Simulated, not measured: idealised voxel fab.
Documented hereafter: the process module known as voxel self aligned vias.
Pictured: cross-section cut, 210 nm wide, on a grid of 5 nm square cells.
Think of the cross-section as a grid of square cells. We describe it in bands, top to bottom, and each band covers one or more rows of those cells.
Look at the band entry: it leads with the top's height and the bottom's height in nm. Then it lists the materials left to right, with a width in nm for each. The word "all across" on a single material says that material fills the band edge to edge. The word "blank" is empty space.
Heights from 0 (as-received wafer is one material below). Bottom band endless downward, as "0 nm and below".
The width entry "30..40" should be interpreted row by row: the top row of cells in the band takes the first number, the bottom row takes the second number, and the change between adjacent rows is uniform throughout.
Given "no alteration" for a step, no cell of the cross-section differs between before and after that step.
"Voids, enclosed" enumerates empty spaces isolated from the top, with no open way to it, that contain at least 8 cells, giving each as width x height at distance from the left edge, all three in nm.
On a step's line, text after the settings is the simulator commenting on that step.
overlay nm, on a step with a mask: how far to the right of its planned place the mask lay; to the left if negative

[Set out below are the planned steps of the process]
| 1 | RECEIVE (material Si) |
| 2 | CONFORMAL_DEP (material SiO2; thk nm 15) |
| 3 | CONFORMAL_DEP (material SiCN; thk nm 5) |
| 4 | DIRECTIONAL_DEP (material lowk; thk nm 25) |
| 5 | PATTERN (tone open; mask id LINES; material resist; width nm 25; pitch nm 50; thk nm 20; overlay nm 0) |
| 6 | DIRECTIONAL_ETCH (etch materials lowk; depth nm 25) |
| 7 | STRIP (etch materials resist) |
| 8 | CONFORMAL_DEP (material TiN; thk nm 5) |
| 9 | FILL_DEP (material Ru; thk nm 5) |
| 10 | CMP (height nm 45) |
| 11 | SELECTIVE_ETCH (etch materials W Ru TiN; depth nm 5) |
| 12 | FILL_DEP (material SiN; thk nm 10) |
| 13 | CMP (height nm 45) |
| 14 | DIRECTIONAL_DEP (material lowk; thk nm 15) |
| 15 | PATTERN (tone open; mask id VIAS; material resist; width nm 35; pitch nm 100; thk nm 20; overlay nm 0) |
| 16 | DIRECTIONAL_ETCH (etch materials lowk; depth nm 15) |
| 17 | DIRECTIONAL_ETCH (etch materials SiN; depth nm 5) |
| 18 | STRIP (etch materials resist) |
| 19 | CONFORMAL_DEP (material TiN; thk nm 5) |
| 20 | FILL_DEP (material Ru; thk nm 5) |
| 21 | CMP (height nm 60) |
| 22 | CONFORMAL_DEP (material SiN; thk nm 5) |

[As-received state of the wafer in cross-section, equivalent to post-step 1]
0 nm and below = Si all across
Voids, enclosed: none

[Cross-section, first of two wafers, end of module, run as planned]
65 nm to 60 nm = SiN all across
60 nm to 50 nm = lowk (35), TiN (5), Ru (25), TiN (5), lowk (65), TiN (5), Ru (25), TiN (5), lowk (40)
50 nm to 45 nm = lowk (35), TiN (10), Ru (15), TiN (10), lowk (65), TiN (10), Ru (15), TiN (10), lowk (40)
45 nm to 40 nm = lowk (40), TiN (25), lowk (25), SiN (25), lowk (25), TiN (25), lowk (45)
40 nm to 25 nm = lowk (40), TiN (5), Ru (15), TiN (5), lowk (25), TiN (5), Ru (15), TiN (5), lowk (25), TiN (5), Ru (15), TiN (5), lowk (45)
25 nm to 20 nm = lowk (40), TiN (25), lowk (25), TiN (25), lowk (25), TiN (25), lowk (45)
20 nm to 15 nm = SiCN all across
15 nm to 0 nm = SiO2 all across
0 nm and below = Si all across
Voids, enclosed: none

[The second wafer, shown in cross-section after the module: started the same way as the first and given the same plan, yet one mistake crept into how it was run]
65 nm to 60 nm = SiN all across
60 nm to 45 nm = W all across
45 nm to 40 nm = lowk (40), SiN (25), lowk (25), SiN (25), lowk (25), SiN (25), lowk (45)
40 nm to 25 nm = lowk (40), TiN (5), Ru (15), TiN (5), lowk (25), TiN (5), Ru (15), TiN (5), lowk (25), TiN (5), Ru (15), TiN (5), lowk (45)
25 nm to 20 nm = lowk (40), TiN (25), lowk (25), TiN (25), lowk (25), TiN (25), lowk (45)
20 nm to 15 nm = SiCN all across
15 nm to 0 nm = SiO2 all across
0 nm and below = Si all across
Voids, enclosed: none
Heads up, the wafer didn't run the way we planned it: off-plan run, step 14, actual operation and settings DIRECTIONAL_DEP (material W; thk nm 15)
Per the end-of-run cell counts, the second wafer holds more or fewer of some materials than the first: -26 Ru; +10 SiN; -26 TiN; +126 W; -84 lowk
